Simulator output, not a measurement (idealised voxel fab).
Proc. module: voxel local oxidation
Cross-section cut spans 165 nm and uses square cells 5 nm in size.
Heads up, the way a cross-section reads in here is a grid of square cells, handed over as bands from the top down, with every band being one or more rows of cells. Per band: top height and bottom height in nm, followed by the left-to-right materials and their widths in nm; "all across" marks a single material spanning edge to edge, "empty" marks empty space. Beneath 0, the wafer as received is one material, and that level is where height counting begins. The lowest band goes on downward without a bottom; it is written like "0 down". Width: "30->40" (first number = top row, second number = bottom row, same change from row to row of cells). "no modification" for a step: no cell of the cross-section changed in that step. "Cavities, closed" enumerates empty spaces isolated from the top, with no open way to it, that contain at least 8 cells, giving each as width x height at distance from the left edge, all three in nm. Post-settings text on a step line: simulator's own remark regarding the step. "overlay nm" denotes, for a step that has a mask, the displacement of the mask to the right of its planned place, with negative values corresponding to the left.

BELOW IS THE LIST OF PLANNED PROCESS STEPS
1) op RECEIVE | material Si
2) op OXIDIZE | depth nm 5
3) op CONFORMAL_DEP | material SiN | thk nm 10
4) op MASKED_ETCH | tone cover | mask id ACTIVE | width nm 110 | etch materials SiN | depth nm 10 | overlay nm 0
5) op SELECTIVE_ETCH | etch materials SiO2 | depth nm 5
6) op OXIDIZE | depth nm 15
7) op STRIP | etch materials SiN

CROSS-SECTION OF THE WAFER AT RECEIPT, WHICH IS THE CONDITION AFTER STEP 1
* 0 down | Si all across
* Cavities, closed: none

FIRST OF TWO WAFERS AT THE END OF THE MODULE, SHOWN IN CROSS-SECTION; RUN CARRIED OUT AS PLANNED
* 0 to -5 | empty=30; SiO2=100; empty=35
* -5 to -20 | SiO2=45; Si=70; SiO2=50
* -20 down | Si all across
* Cavities, closed: none

WAFER TWO, END OF MODULE, CROSS-SECTION. SAME START, SAME PLAN AS WAFER ONE. ONE MISTAKE IN THE RUN
* -5 to -20 | empty=45; Si=70; empty=50
* -20 down | Si all across
* Cavities, closed: none
Misprocessing identified: it should be noted that step 7 was executed with settings other than those planned, the operation and settings actually applied being op STRIP | etch materials SiO2
Per the end-of-run cell counts, the second wafer holds more or fewer of some materials than the first: SiO2: 77 fewer
